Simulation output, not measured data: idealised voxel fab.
The following is a process module called voxel wiring stack.
The width of the displayed cross-section, cut, is 290 nm; its cells are square, with a size of 5 nm.
How to read a cross-section here: the picture is a grid of square cells, written as bands going from the top down, and any band can span one or more rows of cells.
For a band, the entry starts with two heights in nm, that of the top and then that of the bottom, and carries on with the band's materials in order from left to right, each alongside its width in nm; the word "all across" beside a single material means it fills the band edge to edge, and "air" means empty space.
Basically, 0 is our baseline, since under it the wafer straight out of the box is all one material. The bottom band has no lower end and keeps on going down, so it looks like "0 nm and below".
Width spec "30..40" -> top row of cells at first value, bottom row at second value, equal per-row change in between.
The cross-section has no changed cell in any step marked "left unchanged".
Under "Sealed internal cavities" you'll find the enclosed gaps, the ones with no way out to the top, that are 8 cells or bigger; each reads width x height at distance, with distance counted from the left edge, everything in nm.
That trailing text on a step's line, after the settings, is the simulator's own remark on the step.
A step line may carry the setting "overlay nm", which, for steps involving a mask, states the distance by which the mask lay to the right of its intended position; negative values denote displacement to the left.

# The planned process steps are enumerated hereunder
1 RECEIVE (material Si)
2 CONFORMAL_DEP (material SiO2; thk nm 10)
3 CONFORMAL_DEP (material SiCN; thk nm 5)
4 DIRECTIONAL_DEP (material lowk; thk nm 15)
5 MASKED_ETCH (tone open; mask id METAL_1; width nm 25; pitch nm 50; etch materials lowk; depth nm 15; overlay nm 0)
6 MASKED_ETCH (tone open; mask id METAL_1; width nm 25; pitch nm 50; etch materials SiCN; depth nm 5; overlay nm 0)
7 CONFORMAL_DEP (material TiN; thk nm 5)
8 FILL_DEP (material Ru; thk nm 5)
9 CMP (height nm 30)
10 CONFORMAL_DEP (material SiCN; thk nm 5)
11 DIRECTIONAL_DEP (material SiO2; thk nm 20)
12 PATTERN (tone open; mask id PLUG_1; material resist; width nm 15; pitch nm 50; thk nm 15; overlay nm 0)
13 DIRECTIONAL_ETCH (etch materials SiO2; depth nm 20)
14 DIRECTIONAL_ETCH (etch materials SiCN; depth nm 5)
15 STRIP (etch materials resist)
16 CONFORMAL_DEP (material TiN; thk nm 5)
17 FILL_DEP (material W; thk nm 5)
18 CMP (height nm 55)
19 CONFORMAL_DEP (material SiCN; thk nm 5)
20 DIRECTIONAL_DEP (material SiO2; thk nm 20)
21 PATTERN (tone open; mask id METAL_2; material resist; width nm 15; pitch nm 50; thk nm 15; overlay nm 0)
22 DIRECTIONAL_ETCH (etch materials SiO2; depth nm 20)
23 DIRECTIONAL_ETCH (etch materials SiCN; depth nm 5)
24 STRIP (etch materials resist)
25 CONFORMAL_DEP (material TiN; thk nm 5)
26 FILL_DEP (material Cu; thk nm 5)
27 CMP (height nm 80)
28 CONFORMAL_DEP (material SiCN; thk nm 5)
Keep in mind the plan's value for the width nm of step 21 comes from the first wafer; the wafers don't share that setting, but they do share the same starting point.

# Cross-section of the first of several received wafers, showing its state after step 1
	0 nm and below: Si all across
	Sealed internal cavities: none

# Below, a row for every wafer. Read it as the end-of-module picture: for each material the wafer shows its cells gained (+) or lost (-) since it was received, and then its closed voids
width nm 15, +8 Cu, +18 Ru, +210 SiCN, +532 SiO2, +66 TiN, +8 W, +144 lowk, Sealed internal cavities: none
width nm 20, +16 Cu, +18 Ru, +208 SiCN, +524 SiO2, +68 TiN, +8 W, +144 lowk, Sealed internal cavities: none
width nm 25, +24 Cu, +18 Ru, +206 SiCN, +516 SiO2, +70 TiN, +8 W, +144 lowk, Sealed internal cavities: none
width nm 30, +32 Cu, +18 Ru, +204 SiCN, +508 SiO2, +72 TiN, +8 W, +144 lowk, Sealed internal cavities: none
width nm 35, +40 Cu, +18 Ru, +202 SiCN, +500 SiO2, +74 TiN, +8 W, +144 lowk, Sealed internal cavities: none
